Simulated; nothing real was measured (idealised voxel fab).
The following process module bears the name voxel transistor to metal.
Each square cell in cross-section cut measures 5 nm, and the section as a whole is 300 nm wide.
A cross-section is written here as square cells arranged in a grid, and it is given in bands from the top down, each band taking up one or more rows of cells. Top, bottom (nm), then materials left to right with widths (nm); lone material tagged "edge to edge" fills the whole band edge to edge; "blank" = empty space. Height is counted from the level 0, under which the received wafer is composed throughout of one material. The lowest of the bands is not closed at the bottom but continues downward, in the notation "0 -> down". The expression "30..40" gives the width at the extremes of the band, the first number at its top row of cells and the second at its bottom row, with the width changing by equal amounts from each row to the next in between. Any step labelled "remained unchanged" changed none of the cells in the cross-section. "Catalogued sealed voids" - sealed voids, min. 8 cells, no opening to top; format: width x height at distance (distance from left edge; nm throughout). Note: text after step settings on the step line = simulator remark on that step. overlay nm: where the mask lay relative to plan, measured to the right, on steps with a mask; negatives go left.

Planned step list for the process:
| 1 | op RECEIVE | material Si |
| 2 | op OXIDIZE | depth nm 5 |
| 3 | op CONFORMAL_DEP | material SiN | thk nm 15 |
| 4 | op DIRECTIONAL_DEP | material aC | thk nm 15 |
| 5 | op PATTERN | tone cover | mask id ACTIVE | material resist | width nm 95 | pitch nm 125 | thk nm 35 | overlay nm 0 |
| 6 | op DIRECTIONAL_ETCH | etch materials aC | depth nm 15 |
| 7 | op STRIP | etch materials resist |
| 8 | op DIRECTIONAL_ETCH | etch materials SiN | depth nm 15 |
| 9 | op DIRECTIONAL_ETCH | etch materials SiO2 | depth nm 5 |
| 10 | op DIRECTIONAL_ETCH | etch materials Si | depth nm 30 |
| 11 | op STRIP | etch materials aC |
| 12 | op FILL_DEP | material SiO2 | thk nm 15 |
| 13 | op CMP | height nm 15 |
| 14 | op SELECTIVE_ETCH | etch materials SiO2 | depth nm 10 |
| 15 | op STRIP | etch materials SiN |
| 16 | op SELECTIVE_ETCH | etch materials SiO2 | depth nm 5 |
| 17 | op OXIDIZE | depth nm 5 |
| 18 | op DIRECTIONAL_DEP | material polySi | thk nm 20 |
| 19 | op DIRECTIONAL_DEP | material SiCN | thk nm 15 |
| 20 | op MASKED_ETCH | tone cover | mask id GATE | width nm 25 | pitch nm 125 | etch materials SiCN | depth nm 25 | overlay nm 0 |
| 21 | op MASKED_ETCH | tone cover | mask id GATE | width nm 25 | pitch nm 125 | etch materials polySi | depth nm 30 | overlay nm 0 |
| 22 | op CONFORMAL_DEP | material SiN | thk nm 10 |
| 23 | op DIRECTIONAL_ETCH | etch materials SiN | depth nm 10 |
| 24 | op DIRECTIONAL_ETCH | etch materials SiO2 | depth nm 5 |
| 25 | op EPI | material nSi | thk nm 5 |
| 26 | op FILL_DEP | material SiO2 | thk nm 5 |
| 27 | op CMP | height nm 15 |
| 28 | op STRIP | etch materials polySi |
| 29 | op SELECTIVE_ETCH | etch materials SiO2 | depth nm 5 |
| 30 | op CONFORMAL_DEP | material HfO2 | thk nm 5 |
| 31 | op CONFORMAL_DEP | material TiN | thk nm 5 |
| 32 | op FILL_DEP | material W | thk nm 5 |
| 33 | op CMP | height nm 10 |
| 34 | op DIRECTIONAL_DEP | material SiO2 | thk nm 10 |
| 35 | op PATTERN | tone open | mask id CONTACT | material resist | width nm 15 | thk nm 20 | overlay nm 0 |
| 36 | op DIRECTIONAL_ETCH | etch materials SiO2 | depth nm 25 |
| 37 | op STRIP | etch materials resist |
| 38 | op CONFORMAL_DEP | material TiN | thk nm 5 |
| 39 | op FILL_DEP | material Ru | thk nm 10 |
| 40 | op CMP | height nm 20 |
| 41 | op CONFORMAL_DEP | material SiCN | thk nm 5 |
| 42 | op DIRECTIONAL_DEP | material lowk | thk nm 20 |
| 43 | op DIRECTIONAL_DEP | material aC | thk nm 10 |
| 44 | op PATTERN | tone open | mask id METAL_1 | material resist | width nm 15 | thk nm 30 | overlay nm 0 |
| 45 | op DIRECTIONAL_ETCH | etch materials aC | depth nm 10 |
| 46 | op STRIP | etch materials resist |
| 47 | op DIRECTIONAL_ETCH | etch materials lowk | depth nm 20 |
| 48 | op DIRECTIONAL_ETCH | etch materials SiCN | depth nm 5 |
| 49 | op STRIP | etch materials aC |
| 50 | op CONFORMAL_DEP | material TiN | thk nm 5 |
| 51 | op FILL_DEP | material Ru | thk nm 10 |
| 52 | op CMP | height nm 45 |
| 53 | op CONFORMAL_DEP | material SiCN | thk nm 5 |
| 54 | op DIRECTIONAL_DEP | material SiO2 | thk nm 30 |
| 55 | op PATTERN | tone open | mask id METAL_2 | material resist | width nm 15 | pitch nm 125 | thk nm 15 | overlay nm 0 |
| 56 | op DIRECTIONAL_ETCH | etch materials SiO2 | depth nm 15 |
| 57 | op STRIP | etch materials resist |
| 58 | op PATTERN | tone open | mask id METAL_2_HOLES | material resist | width nm 15 | pitch nm 125 | thk nm 20 | overlay nm 0 |
| 59 | op DIRECTIONAL_ETCH | etch materials SiO2 | depth nm 15 |
| 60 | op DIRECTIONAL_ETCH | etch materials SiCN | depth nm 5 |
| 61 | op STRIP | etch materials resist |
| 62 | op CONFORMAL_DEP | material TiN | thk nm 5 |
| 63 | op FILL_DEP | material Ru | thk nm 10 |
| 64 | op CMP | height nm 80 |
| 65 | op CONFORMAL_DEP | material SiN | thk nm 5 |

First of two wafers, with the run carried out as planned:

This is the cross-section of the wafer as we received it, i.e. after step 1:
    0 -> down = Si edge to edge
    Catalogued sealed voids: none

Cross-section of the wafer after step 2:
    0 -> -5 = SiO2 edge to edge
    No changes below -5.

Cross-section of the wafer after step 3:
    15 -> 0 = SiN edge to edge
    No changes below 0.

Cross-section of the wafer after step 4:
    30 -> 15 = aC edge to edge
    No changes below 15.

Cross-section of the wafer after step 5:
    65 -> 30 = blank=40  resist=95  blank=30  resist=95  blank=40
    No changes below 30.

Cross-section of the wafer after step 6:
    50 -> 30 = blank=40  resist=95  blank=30  resist=95  blank=40
    30 -> 15 = blank=40  aC=95  blank=30  aC=95  blank=40
    No changes below 15.

Cross-section of the wafer after step 7:
    30 -> 15 = blank=40  aC=95  blank=30  aC=95  blank=40
    No changes below 15.

Cross-section of the wafer after step 8:
    30 -> 15 = blank=40  aC=95  blank=30  aC=95  blank=40
    15 -> 0 = blank=40  SiN=95  blank=30  SiN=95  blank=40
    No changes below 0.

Cross-section of the wafer after step 9:
    30 -> 15 = blank=40  aC=95  blank=30  aC=95  blank=40
    15 -> 0 = blank=40  SiN=95  blank=30  SiN=95  blank=40
    0 -> -5 = blank=40  SiO2=95  blank=30  SiO2=95  blank=40
    No changes below -5.

Cross-section of the wafer after step 10:
    30 -> 15 = blank=40  aC=95  blank=30  aC=95  blank=40
    15 -> 0 = blank=40  SiN=95  blank=30  SiN=95  blank=40
    0 -> -5 = blank=40  SiO2=95  blank=30  SiO2=95  blank=40
    -5 -> -35 = blank=40  Si=95  blank=30  Si=95  blank=40
    No changes below -35.

Cross-section of the wafer after step 11:
    15 -> 0 = blank=40  SiN=95  blank=30  SiN=95  blank=40
    No changes below 0.

Cross-section of the wafer after step 12:
    30 -> 15 = SiO2 edge to edge
    15 -> 0 = SiO2=40  SiN=95  SiO2=30  SiN=95  SiO2=40
    0 -> -5 = SiO2 edge to edge
    -5 -> -35 = SiO2=40  Si=95  SiO2=30  Si=95  SiO2=40
    No changes below -35.

Cross-section of the wafer after step 13:
    15 -> 0 = SiO2=40  SiN=95  SiO2=30  SiN=95  SiO2=40
    No changes below 0.

Cross-section of the wafer after step 14:
    15 -> 5 = blank=40  SiN=95  blank=30  SiN=95  blank=40
    No changes below 5.

Cross-section of the wafer after step 15:
    5 -> 0 = SiO2=40  blank=95  SiO2=30  blank=95  SiO2=40
    No changes below 0.

Cross-section of the wafer after step 16:
    0 -> -5 = SiO2=35  blank=105  SiO2=20  blank=105  SiO2=35
    No changes below -5.

Cross-section of the wafer after step 17:
    0 -> -5 = SiO2=35  blank=105  SiO2=20  blank=105  SiO2=35
    -5 -> -10 = SiO2 edge to edge
    No changes below -10.

Cross-section of the wafer after step 18:
    20 -> 15 = polySi=35  blank=105  polySi=20  blank=105  polySi=35
    15 -> 0 = polySi edge to edge
    0 -> -5 = SiO2=35  polySi=105  SiO2=20  polySi=105  SiO2=35
    No changes below -5.

Cross-section of the wafer after step 19:
    35 -> 30 = SiCN=35  blank=105  SiCN=20  blank=105  SiCN=35
    30 -> 20 = SiCN edge to edge
    20 -> 15 = polySi=35  SiCN=105  polySi=20  SiCN=105  polySi=35
    No changes below 15.

Cross-section of the wafer after step 20:
    30 -> 20 = blank=75  SiCN=25  blank=100  SiCN=25  blank=75
    20 -> 15 = polySi=35  blank=40  SiCN=25  blank=40  polySi=20  blank=40  SiCN=25  blank=40  polySi=35
    No changes below 15.

Cross-section of the wafer after step 21:
    30 -> 15 = blank=75  SiCN=25  blank=100  SiCN=25  blank=75
    15 -> 0 = blank=75  polySi=25  blank=100  polySi=25  blank=75
    0 -> -5 = SiO2=35  blank=40  polySi=25  blank=40  SiO2=20  blank=40  polySi=25  blank=40  SiO2=35
    No changes below -5.

Cross-section of the wafer after step 22:
    40 -> 30 = blank=65  SiN=45  blank=80  SiN=45  blank=65
    30 -> 15 = blank=65  SiN=10  SiCN=25  SiN=10  blank=80  SiN=10  SiCN=25  SiN=10  blank=65
    15 -> 10 = blank=65  SiN=10  polySi=25  SiN=10  blank=80  SiN=10  polySi=25  SiN=10  blank=65
    10 -> 5 = SiN=45  blank=20  SiN=10  polySi=25  SiN=10  blank=20  SiN=40  blank=20  SiN=10  polySi=25  SiN=10  blank=20  SiN=45
    5 -> 0 = SiN=75  polySi=25  SiN=100  polySi=25  SiN=75
    0 -> -5 = SiO2=35  SiN=40  polySi=25  SiN=40  SiO2=20  SiN=40  polySi=25  SiN=40  SiO2=35
    No changes below -5.

Cross-section of the wafer after step 23:
    30 -> 15 = blank=65  SiN=10  SiCN=25  SiN=10  blank=80  SiN=10  SiCN=25  SiN=10  blank=65
    15 -> 0 = blank=65  SiN=10  polySi=25  SiN=10  blank=80  SiN=10  polySi=25  SiN=10  blank=65
    0 -> -5 = SiO2=35  SiN=10  blank=20  SiN=10  polySi=25  SiN=10  blank=20  SiN=10  SiO2=20  SiN=10  blank=20  SiN=10  polySi=25  SiN=10  blank=20  SiN=10  SiO2=35
    No changes below -5.

Cross-section of the wafer after step 24:
    30 -> 15 = blank=65  SiN=10  SiCN=25  SiN=10  blank=80  SiN=10  SiCN=25  SiN=10  blank=65
    15 -> 0 = blank=65  SiN=10  polySi=25  SiN=10  blank=80  SiN=10  polySi=25  SiN=10  blank=65
    0 -> -5 = blank=35  SiN=10  blank=20  SiN=10  polySi=25  SiN=10  blank=20  SiN=10  blank=20  SiN=10  blank=20  SiN=10  polySi=25  SiN=10  blank=20  SiN=10  blank=35
    -5 -> -10 = SiO2=45  blank=20  SiO2=45  blank=20  SiO2=40  blank=20  SiO2=45  blank=20  SiO2=45
    No changes below -10.

Cross-section of the wafer after step 25:
    30 -> 15 = blank=65  SiN=10  SiCN=25  SiN=10  blank=80  SiN=10  SiCN=25  SiN=10  blank=65
    15 -> 0 = blank=65  SiN=10  polySi=25  SiN=10  blank=80  SiN=10  polySi=25  SiN=10  blank=65
    0 -> -5 = blank=35  SiN=10  blank=20  SiN=10  polySi=25  SiN=10  blank=20  SiN=10  blank=20  SiN=10  blank=20  SiN=10  polySi=25  SiN=10  blank=20  SiN=10  blank=35
    -5 -> -10 = SiO2=45  nSi=20  SiO2=45  nSi=20  SiO2=40  nSi=20  SiO2=45  nSi=20  SiO2=45
    No changes below -10.

Cross-section of the wafer after step 26:
    35 -> 30 = SiO2 edge to edge
    30 -> 15 = SiO2=65  SiN=10  SiCN=25  SiN=10  SiO2=80  SiN=10  SiCN=25  SiN=10  SiO2=65
    15 -> 0 = SiO2=65  SiN=10  polySi=25  SiN=10  SiO2=80  SiN=10  polySi=25  SiN=10  SiO2=65
    0 -> -5 = SiO2=35  SiN=10  SiO2=20  SiN=10  polySi=25  SiN=10  SiO2=20  SiN=10  SiO2=20  SiN=10  SiO2=20  SiN=10  polySi=25  SiN=10  SiO2=20  SiN=10  SiO2=35
    No changes below -5.

Cross-section of the wafer after step 27:
    15 -> 0 = SiO2=65  SiN=10  polySi=25  SiN=10  SiO2=80  SiN=10  polySi=25  SiN=10  SiO2=65
    No changes below 0.

Cross-section of the wafer after step 28:
    15 -> 0 = SiO2=65  SiN=10  blank=25  SiN=10  SiO2=80  SiN=10  blank=25  SiN=10  SiO2=65
    0 -> -5 = SiO2=35  SiN=10  SiO2=20  SiN=10  blank=25  SiN=10  SiO2=20  SiN=10  SiO2=20  SiN=10  SiO2=20  SiN=10  blank=25  SiN=10  SiO2=20  SiN=10  SiO2=35
    No changes below -5.

Cross-section of the wafer after step 29:
    15 -> 10 = blank=65  SiN=10  blank=25  SiN=10  blank=80  SiN=10  blank=25  SiN=10  blank=65
    10 -> 0 = SiO2=65  SiN=10  blank=25  SiN=10  SiO2=80  SiN=10  blank=25  SiN=10  SiO2=65
    0 -> -5 = SiO2=35  SiN=10  SiO2=20  SiN=10  blank=25  SiN=10  SiO2=20  SiN=10  SiO2=20  SiN=10  SiO2=20  SiN=10  blank=25  SiN=10  SiO2=20  SiN=10  SiO2=35
    -5 -> -10 = SiO2=45  nSi=20  SiO2=5  blank=35  SiO2=5  nSi=20  SiO2=40  nSi=20  SiO2=5  blank=35  SiO2=5  nSi=20  SiO2=45
    No changes below -10.

Cross-section of the wafer after step 30:
    20 -> 15 = blank=60  HfO2=20  blank=15  HfO2=20  blank=70  HfO2=20  blank=15  HfO2=20  blank=60
    15 -> 10 = HfO2=65  SiN=10  HfO2=5  blank=15  HfO2=5  SiN=10  HfO2=80  SiN=10  HfO2=5  blank=15  HfO2=5  SiN=10  HfO2=65
    10 -> 0 = SiO2=65  SiN=10  HfO2=5  blank=15  HfO2=5  SiN=10  SiO2=80  SiN=10  HfO2=5  blank=15  HfO2=5  SiN=10  SiO2=65
    0 -> -5 = SiO2=35  SiN=10  SiO2=20  SiN=10  HfO2=5  blank=15  HfO2=5  SiN=10  SiO2=20  SiN=10  SiO2=20  SiN=10  SiO2=20  SiN=10  HfO2=5  blank=15  HfO2=5  SiN=10  SiO2=20  SiN=10  SiO2=35
    -5 -> -10 = SiO2=45  nSi=20  SiO2=5  HfO2=35  SiO2=5  nSi=20  SiO2=40  nSi=20  SiO2=5  HfO2=35  SiO2=5  nSi=20  SiO2=45
    No changes below -10.

Cross-section of the wafer after step 31:
    25 -> 20 = blank=55  TiN=30  blank=5  TiN=30  blank=60  TiN=30  blank=5  TiN=30  blank=55
    20 -> 15 = TiN=60  HfO2=20  TiN=5  blank=5  TiN=5  HfO2=20  TiN=70  HfO2=20  TiN=5  blank=5  TiN=5  HfO2=20  TiN=60
    15 -> 10 = HfO2=65  SiN=10  HfO2=5  TiN=5  blank=5  TiN=5  HfO2=5  SiN=10  HfO2=80  SiN=10  HfO2=5  TiN=5  blank=5  TiN=5  HfO2=5  SiN=10  HfO2=65
    10 -> 0 = SiO2=65  SiN=10  HfO2=5  TiN=5  blank=5  TiN=5  HfO2=5  SiN=10  SiO2=80  SiN=10  HfO2=5  TiN=5  blank=5  TiN=5  HfO2=5  SiN=10  SiO2=65
    0 -> -5 = SiO2=35  SiN=10  SiO2=20  SiN=10  HfO2=5  TiN=15  HfO2=5  SiN=10  SiO2=20  SiN=10  SiO2=20  SiN=10  SiO2=20  SiN=10  HfO2=5  TiN=15  HfO2=5  SiN=10  SiO2=20  SiN=10  SiO2=35
    No changes below -5.

Cross-section of the wafer after step 32:
    30 -> 25 = W edge to edge
    25 -> 20 = W=55  TiN=30  W=5  TiN=30  W=60  TiN=30  W=5  TiN=30  W=55
    20 -> 15 = TiN=60  HfO2=20  TiN=5  W=5  TiN=5  HfO2=20  TiN=70  HfO2=20  TiN=5  W=5  TiN=5  HfO2=20  TiN=60
    15 -> 10 = HfO2=65  SiN=10  HfO2=5  TiN=5  W=5  TiN=5  HfO2=5  SiN=10  HfO2=80  SiN=10  HfO2=5  TiN=5  W=5  TiN=5  HfO2=5  SiN=10  HfO2=65
    10 -> 0 = SiO2=65  SiN=10  HfO2=5  TiN=5  W=5  TiN=5  HfO2=5  SiN=10  SiO2=80  SiN=10  HfO2=5  TiN=5  W=5  TiN=5  HfO2=5  SiN=10  SiO2=65
    No changes below 0.

Cross-section of the wafer after step 33:
    10 -> 0 = SiO2=65  SiN=10  HfO2=5  TiN=5  W=5  TiN=5  HfO2=5  SiN=10  SiO2=80  SiN=10  HfO2=5  TiN=5  W=5  TiN=5  HfO2=5  SiN=10  SiO2=65
    No changes below 0.

Cross-section of the wafer after step 34:
    20 -> 10 = SiO2 edge to edge
    No changes below 10.

Cross-section of the wafer after step 35:
    40 -> 20 = resist=45  blank=15  resist=55  blank=15  resist=40  blank=15  resist=55  blank=15  resist=45
    No changes below 20.

Cross-section of the wafer after step 36:
    40 -> 20 = resist=45  blank=15  resist=55  blank=15  resist=40  blank=15  resist=55  blank=15  resist=45
    20 -> 10 = SiO2=45  blank=15  SiO2=55  blank=15  SiO2=40  blank=15  SiO2=55  blank=15  SiO2=45
    10 -> 0 = SiO2=45  blank=15  SiO2=5  SiN=10  HfO2=5  TiN=5  W=5  TiN=5  HfO2=5  SiN=10  SiO2=5  blank=15  SiO2=40  blank=15  SiO2=5  SiN=10  HfO2=5  TiN=5  W=5  TiN=5  HfO2=5  SiN=10  SiO2=5  blank=15  SiO2=45
    0 -> -5 = SiO2=35  SiN=10  blank=15  SiO2=5  SiN=10  HfO2=5  TiN=15  HfO2=5  SiN=10  SiO2=5  blank=15  SiN=10  SiO2=20  SiN=10  blank=15  SiO2=5  SiN=10  HfO2=5  TiN=15  HfO2=5  SiN=10  SiO2=5  blank=15  SiN=10  SiO2=35
    No changes below -5.

Cross-section of the wafer after step 37:
    20 -> 10 = SiO2=45  blank=15  SiO2=55  blank=15  SiO2=40  blank=15  SiO2=55  blank=15  SiO2=45
    No changes below 10.

Cross-section of the wafer after step 38:
    25 -> 20 = TiN=50  blank=5  TiN=65  blank=5  TiN=50  blank=5  TiN=65  blank=5  TiN=50
    20 -> 10 = SiO2=45  TiN=5  blank=5  TiN=5  SiO2=55  TiN=5  blank=5  TiN=5  SiO2=40  TiN=5  blank=5  TiN=5  SiO2=55  TiN=5  blank=5  TiN=5  SiO2=45
    10 -> 0 = SiO2=45  TiN=5  blank=5  TiN=5  SiO2=5  SiN=10  HfO2=5  TiN=5  W=5  TiN=5  HfO2=5  SiN=10  SiO2=5  TiN=5  blank=5  TiN=5  SiO2=40  TiN=5  blank=5  TiN=5  SiO2=5  SiN=10  HfO2=5  TiN=5  W=5  TiN=5  HfO2=5  SiN=10  SiO2=5  TiN=5  blank=5  TiN=5  SiO2=45
    0 -> -5 = SiO2=35  SiN=10  TiN=15  SiO2=5  SiN=10  HfO2=5  TiN=15  HfO2=5  SiN=10  SiO2=5  TiN=15  SiN=10  SiO2=20  SiN=10  TiN=15  SiO2=5  SiN=10  HfO2=5  TiN=15  HfO2=5  SiN=10  SiO2=5  TiN=15  SiN=10  SiO2=35
    No changes below -5.

Cross-section of the wafer after step 39:
    35 -> 25 = Ru edge to edge
    25 -> 20 = TiN=50  Ru=5  TiN=65  Ru=5  TiN=50  Ru=5  TiN=65  Ru=5  TiN=50
    20 -> 10 = SiO2=45  TiN=5  Ru=5  TiN=5  SiO2=55  TiN=5  Ru=5  TiN=5  SiO2=40  TiN=5  Ru=5  TiN=5  SiO2=55  TiN=5  Ru=5  TiN=5  SiO2=45
    10 -> 0 = SiO2=45  TiN=5  Ru=5  TiN=5  SiO2=5  SiN=10  HfO2=5  TiN=5  W=5  TiN=5  HfO2=5  SiN=10  SiO2=5  TiN=5  Ru=5  TiN=5  SiO2=40  TiN=5  Ru=5  TiN=5  SiO2=5  SiN=10  HfO2=5  TiN=5  W=5  TiN=5  HfO2=5  SiN=10  SiO2=5  TiN=5  Ru=5  TiN=5  SiO2=45
    No changes below 0.

Cross-section of the wafer after step 40:
    20 -> 10 = SiO2=45  TiN=5  Ru=5  TiN=5  SiO2=55  TiN=5  Ru=5  TiN=5  SiO2=40  TiN=5  Ru=5  TiN=5  SiO2=55  TiN=5  Ru=5  TiN=5  SiO2=45
    No changes below 10.

Cross-section of the wafer after step 41:
    25 -> 20 = SiCN edge to edge
    No changes below 20.

Cross-section of the wafer after step 42:
    45 -> 25 = lowk edge to edge
    No changes below 25.

Cross-section of the wafer after step 43:
    55 -> 45 = aC edge to edge
    No changes below 45.

Cross-section of the wafer after step 44:
    85 -> 55 = resist=45  blank=15  resist=55  blank=15  resist=40  blank=15  resist=55  blank=15  resist=45
    No changes below 55.

Cross-section of the wafer after step 45:
    75 -> 55 = resist=45  blank=15  resist=55  blank=15  resist=40  blank=15  resist=55  blank=15  resist=45
    55 -> 45 = aC=45  blank=15  aC=55  blank=15  aC=40  blank=15  aC=55  blank=15  aC=45
    No changes below 45.

Cross-section of the wafer after step 46:
    55 -> 45 = aC=45  blank=15  aC=55  blank=15  aC=40  blank=15  aC=55  blank=15  aC=45
    No changes below 45.

Cross-section of the wafer after step 47:
    55 -> 45 = aC=45  blank=15  aC=55  blank=15  aC=40  blank=15  aC=55  blank=15  aC=45
    45 -> 25 = lowk=45  blank=15  lowk=55  blank=15  lowk=40  blank=15  lowk=55  blank=15  lowk=45
    No changes below 25.

Cross-section of the wafer after step 48:
    55 -> 45 = aC=45  blank=15  aC=55  blank=15  aC=40  blank=15  aC=55  blank=15  aC=45
    45 -> 25 = lowk=45  blank=15  lowk=55  blank=15  lowk=40  blank=15  lowk=55  blank=15  lowk=45
    25 -> 20 = SiCN=45  blank=15  SiCN=55  blank=15  SiCN=40  blank=15  SiCN=55  blank=15  SiCN=45
    No changes below 20.

Cross-section of the wafer after step 49:
    45 -> 25 = lowk=45  blank=15  lowk=55  blank=15  lowk=40  blank=15  lowk=55  blank=15  lowk=45
    No changes below 25.

Cross-section of the wafer after step 50:
    50 -> 45 = TiN=50  blank=5  TiN=65  blank=5  TiN=50  blank=5  TiN=65  blank=5  TiN=50
    45 -> 25 = lowk=45  TiN=5  blank=5  TiN=5  lowk=55  TiN=5  blank=5  TiN=5  lowk=40  TiN=5  blank=5  TiN=5  lowk=55  TiN=5  blank=5  TiN=5  lowk=45
    25 -> 20 = SiCN=45  TiN=15  SiCN=55  TiN=15  SiCN=40  TiN=15  SiCN=55  TiN=15  SiCN=45
    No changes below 20.

Cross-section of the wafer after step 51:
    60 -> 50 = Ru edge to edge
    50 -> 45 = TiN=50  Ru=5  TiN=65  Ru=5  TiN=50  Ru=5  TiN=65  Ru=5  TiN=50
    45 -> 25 = lowk=45  TiN=5  Ru=5  TiN=5  lowk=55  TiN=5  Ru=5  TiN=5  lowk=40  TiN=5  Ru=5  TiN=5  lowk=55  TiN=5  Ru=5  TiN=5  lowk=45
    No changes below 25.

Cross-section of the wafer after step 52:
    45 -> 25 = lowk=45  TiN=5  Ru=5  TiN=5  lowk=55  TiN=5  Ru=5  TiN=5  lowk=40  TiN=5  Ru=5  TiN=5  lowk=55  TiN=5  Ru=5  TiN=5  lowk=45
    No changes below 25.

Cross-section of the wafer after step 53:
    50 -> 45 = SiCN edge to edge
    No changes below 45.

Cross-section of the wafer after step 54:
    80 -> 50 = SiO2 edge to edge
    No changes below 50.

Cross-section of the wafer after step 55:
    95 -> 80 = resist=45  blank=15  resist=110  blank=15  resist=115
    No changes below 80.

Cross-section of the wafer after step 56:
    95 -> 80 = resist=45  blank=15  resist=110  blank=15  resist=115
    80 -> 65 = SiO2=45  blank=15  SiO2=110  blank=15  SiO2=115
    No changes below 65.

Cross-section of the wafer after step 57:
    80 -> 65 = SiO2=45  blank=15  SiO2=110  blank=15  SiO2=115
    No changes below 65.

Cross-section of the wafer after step 58:
    100 -> 80 = resist=45  blank=15  resist=110  blank=15  resist=115
    No changes below 80.

Cross-section of the wafer after step 59:
    100 -> 80 = resist=45  blank=15  resist=110  blank=15  resist=115
    80 -> 50 = SiO2=45  blank=15  SiO2=110  blank=15  SiO2=115
    No changes below 50.

Cross-section of the wafer after step 60:
    100 -> 80 = resist=45  blank=15  resist=110  blank=15  resist=115
    80 -> 50 = SiO2=45  blank=15  SiO2=110  blank=15  SiO2=115
    50 -> 45 = SiCN=45  blank=15  SiCN=110  blank=15  SiCN=115
    No changes below 45.

Cross-section of the wafer after step 61:
    80 -> 50 = SiO2=45  blank=15  SiO2=110  blank=15  SiO2=115
    No changes below 50.

Cross-section of the wafer after step 62:
    85 -> 80 = TiN=50  blank=5  TiN=120  blank=5  TiN=120
    80 -> 50 = SiO2=45  TiN=5  blank=5  TiN=5  SiO2=110  TiN=5  blank=5  TiN=5  SiO2=115
    50 -> 45 = SiCN=45  TiN=15  SiCN=110  TiN=15  SiCN=115
    No changes below 45.

Cross-section of the wafer after step 63:
    95 -> 85 = Ru edge to edge
    85 -> 80 = TiN=50  Ru=5  TiN=120  Ru=5  TiN=120
    80 -> 50 = SiO2=45  TiN=5  Ru=5  TiN=5  SiO2=110  TiN=5  Ru=5  TiN=5  SiO2=115
    No changes below 50.

Cross-section of the wafer after step 64:
    80 -> 50 = SiO2=45  TiN=5  Ru=5  TiN=5  SiO2=110  TiN=5  Ru=5  TiN=5  SiO2=115
    No changes below 50.

Cross-section of the wafer after step 65:
    85 -> 80 = SiN edge to edge
    No changes below 80.

Second wafer, same starting state and plan as the first, one mistake in the run, identical through step 53:

Cross-section of the second wafer when, according to plan, step 54 should have finished:
    110 -> 50 = SiO2 edge to edge
    No changes below 50.

Cross-section of the second wafer when, according to plan, step 55 should have finished:
    125 -> 110 = resist=45  blank=15  resist=110  blank=15  resist=115
    No changes below 110.

Cross-section of the second wafer when, according to plan, step 56 should have finished:
    125 -> 110 = resist=45  blank=15  resist=110  blank=15  resist=115
    110 -> 95 = SiO2=45  blank=15  SiO2=110  blank=15  SiO2=115
    No changes below 95.

Cross-section of the second wafer when, according to plan, step 57 should have finished:
    110 -> 95 = SiO2=45  blank=15  SiO2=110  blank=15  SiO2=115
    No changes below 95.

Cross-section of the second wafer when, according to plan, step 58 should have finished:
    130 -> 110 = resist=45  blank=15  resist=110  blank=15  resist=115
    No changes below 110.

Cross-section of the second wafer when, according to plan, step 59 should have finished:
    130 -> 110 = resist=45  blank=15  resist=110  blank=15  resist=115
    110 -> 80 = SiO2=45  blank=15  SiO2=110  blank=15  SiO2=115
    No changes below 80.

Cross-section of the second wafer when, according to plan, step 60 should have finished: remained unchanged

Cross-section of the second wafer when, according to plan, step 61 should have finished:
    110 -> 80 = SiO2=45  blank=15  SiO2=110  blank=15  SiO2=115
    No changes below 80.

Cross-section of the second wafer when, according to plan, step 62 should have finished:
    115 -> 110 = TiN=50  blank=5  TiN=120  blank=5  TiN=120
    110 -> 85 = SiO2=45  TiN=5  blank=5  TiN=5  SiO2=110  TiN=5  blank=5  TiN=5  SiO2=115
    85 -> 80 = SiO2=45  TiN=15  SiO2=110  TiN=15  SiO2=115
    No changes below 80.

Cross-section of the second wafer when, according to plan, step 63 should have finished:
    125 -> 115 = Ru edge to edge
    115 -> 110 = TiN=50  Ru=5  TiN=120  Ru=5  TiN=120
    110 -> 85 = SiO2=45  TiN=5  Ru=5  TiN=5  SiO2=110  TiN=5  Ru=5  TiN=5  SiO2=115
    No changes below 85.

Cross-section of the second wafer when, according to plan, step 64 should have finished:
    80 -> 50 = SiO2 edge to edge
    No changes below 50.

Cross-section of the second wafer when, according to plan, step 65 should have finished:
    85 -> 80 = SiN edge to edge
    No changes below 80.
What was done differently from what was planned? step 54, plan: ran twice
The final cell counts differ between the wafers, with the second having more or fewer of some materials than the first: Ru -12; SiCN +6; SiO2 +36; TiN -30
